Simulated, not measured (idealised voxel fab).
The document below concerns the process module designated voxel wiring stack.
Each square cell in cross-section cut measures 5 nm, and the section as a whole is 250 nm wide.
Cross-section format: a grid of square cells, given as bands from top to bottom; each band is one or more rows of cells. Top, bottom (nm), then materials left to right with widths (nm); lone material tagged "everywhere" fills the whole band edge to edge; "empty" = empty space. Height reference: 0 = level under which incoming wafer is all one material. Lowest band: no bottom, runs on downward, e.g. "0 down". A width such as "30..40" changes by the same amount from each row of cells to the next, from the band's top row to its bottom row. Given "everything unchanged" for a step, no cell of the cross-section differs between before and after that step. Look at "Closed empty spaces" for the closed voids: empty spaces with no open path to the top, sized 8 cells or up. Each is width x height at distance, distance from the left edge, all nm. It should be noted that, on the line of a given step, the content following the step's settings is a remark produced by the simulator itself with respect to that step. "overlay nm" on a masked step: distance the mask lay right of its planned place, negative for left.

-- Below is the list of planned process steps
1,RECEIVE with material Si
2,CONFORMAL_DEP with material SiO2, thk nm 15
3,CONFORMAL_DEP with material SiN, thk nm 5
4,DIRECTIONAL_DEP with material SiO2, thk nm 15
5,DIRECTIONAL_DEP with material aC, thk nm 15
6,PATTERN with tone open, mask id METAL_1, material resist, width nm 30, pitch nm 60, thk nm 30, overlay nm -15
7,DIRECTIONAL_ETCH with etch materials aC, depth nm 15
8,STRIP with etch materials resist
9,DIRECTIONAL_ETCH with etch materials SiO2, depth nm 15
10,DIRECTIONAL_ETCH with etch materials SiN, depth nm 5
11,STRIP with etch materials aC
12,CONFORMAL_DEP with material TiN, thk nm 5
13,FILL_DEP with material Cu, thk nm 10
14,CMP with height nm 35
15,EPI with material Ru, thk nm 5
16,FILL_DEP with material SiCN, thk nm 5
17,DIRECTIONAL_DEP with material SiO2, thk nm 10
18,DIRECTIONAL_DEP with material aC, thk nm 15
19,PATTERN with tone open, mask id PLUG_1, material resist, width nm 15, pitch nm 60, thk nm 30, overlay nm 0
20,DIRECTIONAL_ETCH with etch materials aC, depth nm 15
21,STRIP with etch materials resist
22,DIRECTIONAL_ETCH with etch materials SiO2, depth nm 10
23,DIRECTIONAL_ETCH with etch materials SiCN, depth nm 5
24,STRIP with etch materials aC
25,EPI with material Ru, thk nm 10
26,EPI with material Ru, thk nm 5
27,CONFORMAL_DEP with material SiCN, thk nm 5
28,DIRECTIONAL_DEP with material lowk, thk nm 20
29,DIRECTIONAL_DEP with material aC, thk nm 15
30,PATTERN with tone open, mask id METAL_2, material resist, width nm 30, pitch nm 60, thk nm 30, overlay nm 0
31,DIRECTIONAL_ETCH with etch materials aC, depth nm 15
32,STRIP with etch materials resist
33,DIRECTIONAL_ETCH with etch materials lowk, depth nm 20
34,DIRECTIONAL_ETCH with etch materials SiCN, depth nm 5
35,STRIP with etch materials aC
36,CONFORMAL_DEP with material TiN, thk nm 5
37,FILL_DEP with material W, thk nm 10
38,CMP with height nm 80
39,CONFORMAL_DEP with material SiCN, thk nm 5
40,DIRECTIONAL_DEP with material SiO2, thk nm 30
41,DIRECTIONAL_DEP with material aC, thk nm 15
42,PATTERN with tone open, mask id METAL_3_HOLES, material resist, width nm 15, pitch nm 60, thk nm 35, overlay nm 0
43,DIRECTIONAL_ETCH with etch materials aC, depth nm 15
44,STRIP with etch materials resist
45,DIRECTIONAL_ETCH with etch materials SiO2, depth nm 30
46,STRIP with etch materials aC
47,MASKED_ETCH with tone open, mask id METAL_3, width nm 30, pitch nm 60, etch materials SiO2, depth nm 15, overlay nm 0
48,MASKED_ETCH with tone open, mask id METAL_3, width nm 30, pitch nm 60, etch materials SiCN, depth nm 5, overlay nm 0
49,CONFORMAL_DEP with material TiN, thk nm 5
50,FILL_DEP with material Ru, thk nm 10
51,CMP with height nm 115
52,CONFORMAL_DEP with material SiCN, thk nm 5
53,DIRECTIONAL_DEP with material lowk, thk nm 25
54,PATTERN with tone open, mask id METAL_4_HOLES, material resist, width nm 15, thk nm 15, overlay nm 0
55,DIRECTIONAL_ETCH with etch materials lowk, depth nm 25
56,STRIP with etch materials resist
57,MASKED_ETCH with tone open, mask id METAL_4, width nm 30, pitch nm 60, etch materials lowk, depth nm 15, overlay nm 0
58,MASKED_ETCH with tone open, mask id METAL_4, width nm 30, pitch nm 60, etch materials SiCN, depth nm 5, overlay nm 0
59,CONFORMAL_DEP with material TiN, thk nm 5
60,FILL_DEP with material Cu, thk nm 10
61,CMP with height nm 145
62,CONFORMAL_DEP with material SiCN, thk nm 5
Wafer-to-wafer difference: overlay nm, step 6. Common start. Plan = first wafer's value.

-- The first of several wafers as received, shown in cross-section; this is its state after step 1
	0 down: Si everywhere
	Closed empty spaces: none

-- Below, a row for every wafer. Read it as the end-of-module picture: for each material the wafer shows its cells gained (+) or lost (-) since it was received, and then its closed voids
overlay nm -15 | +43 Cu | +58 Ru | +257 SiCN | +38 SiN | +598 SiO2 | +114 TiN | +32 W | +360 lowk | Closed empty spaces: none
overlay nm -10 | +43 Cu | +58 Ru | +257 SiCN | +38 SiN | +598 SiO2 | +114 TiN | +32 W | +360 lowk | Closed empty spaces: none
overlay nm -5 | +43 Cu | +58 Ru | +257 SiCN | +38 SiN | +598 SiO2 | +114 TiN | +32 W | +360 lowk | Closed empty spaces: none
overlay nm 0 | +43 Cu | +58 Ru | +257 SiCN | +38 SiN | +598 SiO2 | +114 TiN | +32 W | +360 lowk | Closed empty spaces: none
overlay nm 5 | +43 Cu | +58 Ru | +257 SiCN | +38 SiN | +598 SiO2 | +114 TiN | +32 W | +360 lowk | Closed empty spaces: none
overlay nm 10 | +43 Cu | +58 Ru | +257 SiCN | +38 SiN | +598 SiO2 | +114 TiN | +32 W | +360 lowk | Closed empty spaces: none
overlay nm 15 | +43 Cu | +58 Ru | +257 SiCN | +38 SiN | +598 SiO2 | +114 TiN | +32 W | +360 lowk | Closed empty spaces: none
